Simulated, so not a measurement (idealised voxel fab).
Proc. module: voxel transistor to metal
Square cell edge 5 nm, section width 180 nm, ID cut.
Cross-section, as written here: a square-cell grid given band by band from the top down, where a band holds one or more rows of cells. What a band's entry tells you: where the top is and where the bottom is, as heights in nm, and after that what lies inside, material by material from left to right, each with its width in nm. Empty space is written as the word "empty", and a single material marked with the word "edge to edge" occupies the band from edge to edge. Basically, 0 is our baseline, since under it the wafer straight out of the box is all one material. The bottom band has no lower end and keeps on going down, so it looks like "top 0, no bottom". With a width like "30..40", each row of cells in the band differs from the next by the same amount, the top row carrying the first number and the bottom row the second. "nothing altered" -> step changed no cross-section cell. "Entrapped voids" contains a list of empty spaces, each no smaller than 8 cells and without an open way to the top, written in the form width x height at distance with the distance from the left edge and all three in nm. On a step's line, text after the settings is the simulator commenting on that step. The "overlay nm" setting may appear on a step's line; for a step that uses a mask, it gives how far to the right of its planned position the mask lay, and a negative value indicates the left.
Planned process steps
| 1 | RECEIVE with material Si |
| 2 | CONFORMAL_DEP with material SiO2, thk nm 5 |
| 3 | CONFORMAL_DEP with material SiN, thk nm 15 |
| 4 | MASKED_ETCH with tone cover, mask id ACTIVE, width nm 100, etch materials SiN, depth nm 15, overlay nm 0 |
| 5 | MASKED_ETCH with tone cover, mask id ACTIVE, width nm 100, etch materials SiO2, depth nm 5, overlay nm 0 |
| 6 | MASKED_ETCH with tone cover, mask id ACTIVE, width nm 100, etch materials Si, depth nm 20, overlay nm 0 |
| 7 | OXIDIZE with depth nm 5 |
| 8 | FILL_DEP with material SiO2, thk nm 10 |
| 9 | CMP with height nm 20 |
| 10 | SELECTIVE_ETCH with etch materials SiO2, depth nm 10 |
| 11 | STRIP with etch materials SiN |
| 12 | SELECTIVE_ETCH with etch materials SiO2, depth nm 5 |
| 13 | OXIDIZE with depth nm 5 |
| 14 | DIRECTIONAL_DEP with material polySi, thk nm 25 |
| 15 | DIRECTIONAL_DEP with material SiCN, thk nm 10 |
| 16 | DIRECTIONAL_DEP with material aC, thk nm 10 |
| 17 | PATTERN with tone cover, mask id GATE, material resist, width nm 20, thk nm 30, overlay nm 0 |
| 18 | DIRECTIONAL_ETCH with etch materials aC, depth nm 10 |
| 19 | STRIP with etch materials resist |
| 20 | DIRECTIONAL_ETCH with etch materials SiCN, depth nm 20 |
| 21 | DIRECTIONAL_ETCH with etch materials polySi, depth nm 35 |
| 22 | STRIP with etch materials aC |
| 23 | CONFORMAL_DEP with material SiN, thk nm 10 |
| 24 | DIRECTIONAL_ETCH with etch materials SiN, depth nm 10 |
| 25 | DIRECTIONAL_ETCH with etch materials SiO2, depth nm 5 |
| 26 | DIRECTIONAL_ETCH with etch materials Si, depth nm 10 |
| 27 | EPI with material nSi, thk nm 10 |
| 28 | FILL_DEP with material SiO2, thk nm 5 |
| 29 | CMP with height nm 35 |
| 30 | DIRECTIONAL_DEP with material SiO2, thk nm 15 |
| 31 | MASKED_ETCH with tone open, mask id CONTACT, width nm 20, pitch nm 70, etch materials SiO2, depth nm 55, overlay nm 0 |
| 32 | CONFORMAL_DEP with material TiN, thk nm 5 |
| 33 | FILL_DEP with material W, thk nm 5 |
| 34 | CMP with height nm 50 |
| 35 | DIRECTIONAL_DEP with material TiN, thk nm 5 |
| 36 | DIRECTIONAL_DEP with material Ru, thk nm 20 |
| 37 | MASKED_ETCH with tone cover, mask id METAL_1, width nm 20, pitch nm 70, etch materials Ru, depth nm 20, overlay nm 0 |
| 38 | MASKED_ETCH with tone cover, mask id METAL_1, width nm 20, pitch nm 70, etch materials TiN, depth nm 5, overlay nm 0 |
| 39 | FILL_DEP with material lowk, thk nm 10 |
| 40 | CMP with height nm 75 |
| 41 | CONFORMAL_DEP with material SiCN, thk nm 5 |
| 42 | DIRECTIONAL_DEP with material lowk, thk nm 30 |
| 43 | DIRECTIONAL_DEP with material aC, thk nm 10 |
| 44 | PATTERN with tone open, mask id METAL_2_HOLES, material resist, width nm 15, pitch nm 70, thk nm 30, overlay nm 0 |
| 45 | DIRECTIONAL_ETCH with etch materials aC, depth nm 10 |
| 46 | STRIP with etch materials resist |
| 47 | DIRECTIONAL_ETCH with etch materials lowk, depth nm 30 |
| 48 | STRIP with etch materials aC |
| 49 | PATTERN with tone open, mask id METAL_2, material resist, width nm 20, pitch nm 70, thk nm 20, overlay nm 0 |
| 50 | DIRECTIONAL_ETCH with etch materials lowk, depth nm 15 |
| 51 | DIRECTIONAL_ETCH with etch materials SiCN, depth nm 5 |
| 52 | STRIP with etch materials resist |
| 53 | CONFORMAL_DEP with material TiN, thk nm 5 |
| 54 | FILL_DEP with material Ru, thk nm 5 |
| 55 | CMP with height nm 110 |
| 56 | CONFORMAL_DEP with material SiN, thk nm 5 |
Wafer cross-section on receipt, i.e. after step 1
> top 0, no bottom  Si edge to edge
> Entrapped voids: none
First wafer of two, sectioned at end of module; run went per plan
> top 115, bottom 110  SiN edge to edge
> top 110, bottom 100  45 nm lowk; 5 nm TiN; 10 nm Ru; 5 nm TiN; 50 nm lowk; 5 nm TiN; 10 nm Ru; 5 nm TiN; 45 nm lowk
> top 100, bottom 95  45 nm lowk; 5 nm TiN; 5 nm Ru; 10 nm TiN; 50 nm lowk; 5 nm TiN; 5 nm Ru; 10 nm TiN; 45 nm lowk
> top 95, bottom 80  45 nm lowk; 5 nm TiN; 5 nm Ru; 5 nm TiN; 55 nm lowk; 5 nm TiN; 5 nm Ru; 5 nm TiN; 50 nm lowk
> top 80, bottom 75  45 nm SiCN; 15 nm TiN; 55 nm SiCN; 15 nm TiN; 50 nm SiCN
> top 75, bottom 55  45 nm lowk; 20 nm Ru; 50 nm lowk; 20 nm Ru; 45 nm lowk
> top 55, bottom 50  45 nm lowk; 20 nm TiN; 50 nm lowk; 20 nm TiN; 45 nm lowk
> top 50, bottom 35  45 nm SiO2; 5 nm TiN; 10 nm W; 5 nm TiN; 50 nm SiO2; 5 nm TiN; 10 nm W; 5 nm TiN; 45 nm SiO2
> top 35, bottom 25  45 nm SiO2; 5 nm TiN; 10 nm W; 5 nm TiN; 5 nm SiO2; 10 nm SiN; 20 nm SiCN; 10 nm SiN; 5 nm SiO2; 5 nm TiN; 10 nm W; 5 nm TiN; 45 nm SiO2
> top 25, bottom 10  45 nm SiO2; 5 nm TiN; 10 nm W; 5 nm TiN; 5 nm SiO2; 10 nm SiN; 20 nm polySi; 10 nm SiN; 5 nm SiO2; 5 nm TiN; 10 nm W; 5 nm TiN; 45 nm SiO2
> top 10, bottom 5  45 nm SiO2; 5 nm TiN; 5 nm W; 10 nm TiN; 5 nm SiO2; 10 nm SiN; 20 nm polySi; 10 nm SiN; 5 nm SiO2; 10 nm TiN; 5 nm W; 5 nm TiN; 45 nm SiO2
> top 5, bottom 0  35 nm SiO2; 10 nm SiN; 5 nm TiN; 5 nm W; 5 nm TiN; 10 nm nSi; 10 nm SiN; 20 nm polySi; 10 nm SiN; 10 nm nSi; 5 nm TiN; 5 nm W; 5 nm TiN; 10 nm SiN; 35 nm SiO2
> top 0, bottom -5  45 nm SiO2; 15 nm TiN; 10 nm nSi; 40 nm SiO2; 10 nm nSi; 15 nm TiN; 45 nm SiO2
> top -5, bottom -15  45 nm SiO2; 25 nm nSi; 40 nm Si; 25 nm nSi; 45 nm SiO2
> top -15, bottom -25  45 nm SiO2; 90 nm Si; 45 nm SiO2
> top -25, no bottom  Si edge to edge
> Entrapped voids: none
This cross-section belongs to the second wafer of two at the end of the module; the start and the plan were shared with the first, and the run included one mistake
> top 115, bottom 110  SiN edge to edge
> top 110, bottom 100  45 nm lowk; 5 nm TiN; 10 nm Ru; 5 nm TiN; 50 nm lowk; 5 nm TiN; 10 nm Ru; 5 nm TiN; 45 nm lowk
> top 100, bottom 95  45 nm lowk; 5 nm TiN; 5 nm Ru; 10 nm TiN; 50 nm lowk; 5 nm TiN; 5 nm Ru; 10 nm TiN; 45 nm lowk
> top 95, bottom 80  45 nm lowk; 5 nm TiN; 5 nm Ru; 5 nm TiN; 55 nm lowk; 5 nm TiN; 5 nm Ru; 5 nm TiN; 50 nm lowk
> top 80, bottom 75  45 nm SiCN; 15 nm TiN; 55 nm SiCN; 15 nm TiN; 50 nm SiCN
> top 75, bottom 55  45 nm lowk; 20 nm Ru; 50 nm lowk; 20 nm Ru; 45 nm lowk
> top 55, bottom 50  45 nm lowk; 20 nm TiN; 50 nm lowk; 20 nm TiN; 45 nm lowk
> top 50, bottom 35  45 nm SiO2; 5 nm TiN; 10 nm W; 5 nm TiN; 50 nm SiO2; 5 nm TiN; 10 nm W; 5 nm TiN; 45 nm SiO2
> top 35, bottom 25  45 nm SiO2; 5 nm TiN; 10 nm W; 5 nm TiN; 5 nm SiO2; 10 nm SiN; 20 nm SiCN; 10 nm SiN; 5 nm SiO2; 5 nm TiN; 10 nm W; 5 nm TiN; 45 nm SiO2
> top 25, bottom 10  45 nm SiO2; 5 nm TiN; 10 nm W; 5 nm TiN; 5 nm SiO2; 10 nm SiN; 20 nm polySi; 10 nm SiN; 5 nm SiO2; 5 nm TiN; 10 nm W; 5 nm TiN; 45 nm SiO2
> top 10, bottom 5  45 nm SiO2; 5 nm TiN; 5 nm W; 10 nm TiN; 5 nm SiO2; 10 nm SiN; 20 nm polySi; 10 nm SiN; 5 nm SiO2; 10 nm TiN; 5 nm W; 5 nm TiN; 45 nm SiO2
> top 5, bottom 0  35 nm SiO2; 10 nm SiN; 15 nm TiN; 10 nm nSi; 10 nm SiN; 20 nm polySi; 10 nm SiN; 10 nm nSi; 15 nm TiN; 10 nm SiN; 35 nm SiO2
> top 0, bottom -5  35 nm SiO2; 10 nm SiN; 25 nm nSi; 40 nm SiO2; 25 nm nSi; 10 nm SiN; 35 nm SiO2
> top -5, bottom -10  50 nm SiO2; 20 nm nSi; 40 nm Si; 20 nm nSi; 50 nm SiO2
> top -10, bottom -15  45 nm SiO2; 5 nm Si; 20 nm nSi; 40 nm Si; 20 nm nSi; 5 nm Si; 45 nm SiO2
> top -15, bottom -25  45 nm SiO2; 90 nm Si; 45 nm SiO2
> top -25, no bottom  Si edge to edge
> Entrapped voids: none
What was done differently from what was planned? step 2 of the plan was jumped over and never run
Final wafer comparison in cells, second versus first, more or fewer per material: 2 more of Si; 4 more of SiN; 2 fewer of SiO2; 4 fewer of TiN; 2 fewer of W; 2 more of nSi
